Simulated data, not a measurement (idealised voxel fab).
Presented below is a process module, voxel air gaps.
Displayed cross-section: cut, width of 280 nm, square cells sized 5 nm.
We lay out every cross-section as a grid of square cells and spell it out in bands from the top down, where one band means one or more rows of cells.
Band: top height; bottom height; in nm. Then, left to right: material with width in nm, for each material. "everywhere": a single material spanning edge to edge. "empty": empty space.
Beneath 0, the wafer as received is one material, and that level is where height counting begins. The lowest band goes on downward without a bottom; it is written like "from 0 down".
A width given as "30 to 40" starts at the first number in the band's top row and ends at the second number in its bottom row, shifting by an equal amount at every step from row to row.
The cross-section has no changed cell in any step marked "nothing altered".
This entry, "closed voids", enumerates those empty regions of no fewer than 8 cells that possess no open connection to the top. Each region is reported in the form width x height at distance, the distance being taken from the left edge, with all three quantities expressed in nm.
Heads up: the bit after the settings on a step's line is the simulator's remark on that step.
overlay nm, on a step with a mask: how far to the right of its planned place the mask lay; to the left if negative

The following list gives the planned process steps:
1. RECEIVE, material Si
2. CONFORMAL_DEP, material SiO2, thk nm 10
3. CONFORMAL_DEP, material SiCN, thk nm 5
4. DIRECTIONAL_DEP, material lowk, thk nm 40
5. DIRECTIONAL_DEP, material aC, thk nm 15
6. PATTERN, tone open, mask id LINES, material resist, width nm 25, pitch nm 50, thk nm 30, overlay nm 0
7. DIRECTIONAL_ETCH, etch materials aC, depth nm 15
8. STRIP, etch materials resist
9. DIRECTIONAL_ETCH, etch materials lowk, depth nm 40
10. STRIP, etch materials aC
11. CONFORMAL_DEP, material TiN, thk nm 5
12. FILL_DEP, material Ru, thk nm 10
13. CMP, height nm 55
14. EPI, material Ru, thk nm 10
15. SELECTIVE_ETCH, etch materials lowk, depth nm 50
16. CONFORMAL_DEP, material SiCN, thk nm 5

Cross-section of the wafer upon arrival, representing the state reached after step 1:
    from 0 down = Si everywhere
    closed voids: none

Wafer cross-section at end of module: start and plan as shown above, one execution error:
    from 70 to 65 = empty 60; SiCN 155; empty 65
    from 65 to 55 = empty 60; SiCN 5; Ru 45; SiCN 5; Ru 45; SiCN 5; Ru 45; SiCN 5; empty 65
    from 55 to 50 = empty 60; SiCN 15; TiN 5; Ru 15; TiN 5; SiCN 25; TiN 5; Ru 15; TiN 5; SiCN 25; TiN 5; Ru 15; TiN 5; SiCN 15; empty 65
    from 50 to 20 = empty 70; SiCN 5; TiN 5; Ru 15; TiN 5; SiCN 5; empty 15; SiCN 5; TiN 5; Ru 15; TiN 5; SiCN 5; empty 15; SiCN 5; TiN 5; Ru 15; TiN 5; SiCN 5; empty 75
    from 20 to 15 = SiCN 75; TiN 25; SiCN 25; TiN 25; SiCN 25; TiN 25; SiCN 80
    from 15 to 10 = Ru everywhere
    from 10 to 0 = SiO2 everywhere
    from 0 down = Si everywhere
    closed voids: 15 x 30 at 105; 15 x 30 at 155
It is concluded that the wafer was processed incorrectly with respect to the plan, in that step 3 ran as: CONFORMAL_DEP, material Ru, thk nm 5
